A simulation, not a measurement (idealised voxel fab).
The document below concerns the process module designated voxel spacer lines.
Section shown: cut. Width: 260 nm. Cell size: 5 nm, square.
Cross-section format: a grid of square cells, given as bands from top to bottom; each band is one or more rows of cells. Per band: top height and bottom height in nm, followed by the left-to-right materials and their widths in nm; "edge to edge" marks a single material spanning edge to edge, "blank" marks empty space. It should be noted that heights are counted from 0, beneath which the wafer as supplied is of one material throughout, and that the lowest band possesses no lower boundary but continues downward, as written in "0 -> down". Width spec "30 to 40" -> top row of cells at first value, bottom row at second value, equal per-row change in between. Reading "changes: none" for a step: not a cell of the cross-section changed in it. What "Closed cavities" gives you is every empty space of 8 cells or more that is cut off from the top. Each appears as width x height at distance, with the distance taken from the left edge and width, height and distance all in nm. It should be noted that, on the line of a given step, the content following the step's settings is a remark produced by the simulator itself with respect to that step. overlay nm: where the mask lay relative to plan, measured to the right, on steps with a mask; negatives go left.

This section lists the process steps that were planned
| 1 | RECEIVE, material Si |
| 2 | CONFORMAL_DEP, material Al2O3, thk nm 5 |
| 3 | DIRECTIONAL_DEP, material SiN, thk nm 10 |
| 4 | DIRECTIONAL_DEP, material aC, thk nm 20 |
| 5 | PATTERN, tone cover, mask id MANDREL, material resist, width nm 25, pitch nm 70, thk nm 30, overlay nm 0 |
| 6 | DIRECTIONAL_ETCH, etch materials aC, depth nm 20 |
| 7 | STRIP, etch materials resist |
| 8 | CONFORMAL_DEP, material SiO2, thk nm 10 |
| 9 | DIRECTIONAL_ETCH, etch materials SiO2, depth nm 10 |
| 10 | STRIP, etch materials aC |
| 11 | DIRECTIONAL_ETCH, etch materials SiN, depth nm 10 |
| 12 | STRIP, etch materials SiO2 |
| 13 | FILL_DEP, material SiO2, thk nm 10 |
| 14 | CMP, height nm 15 |

Cross-sectional view of the wafer in its as-received condition, corresponding to the state after step 1
- 0 -> down = Si edge to edge
- Closed cavities: none

Wafer at module end, in section. Began as above, planned as above, run with one mistake
- 15 -> 5 = aC (35) / SiN (10) / aC (25) / SiN (10) / aC (25) / SiN (10) / aC (25) / SiN (10) / aC (25) / SiN (10) / aC (25) / SiN (10) / aC (40)
- 5 -> 0 = Al2O3 edge to edge
- 0 -> down = Si edge to edge
- Closed cavities: none
It is concluded that the wafer was processed incorrectly with respect to the plan, in that the process deviated at step 13: the operation and settings actually run there were FILL_DEP, material aC, thk nm 10
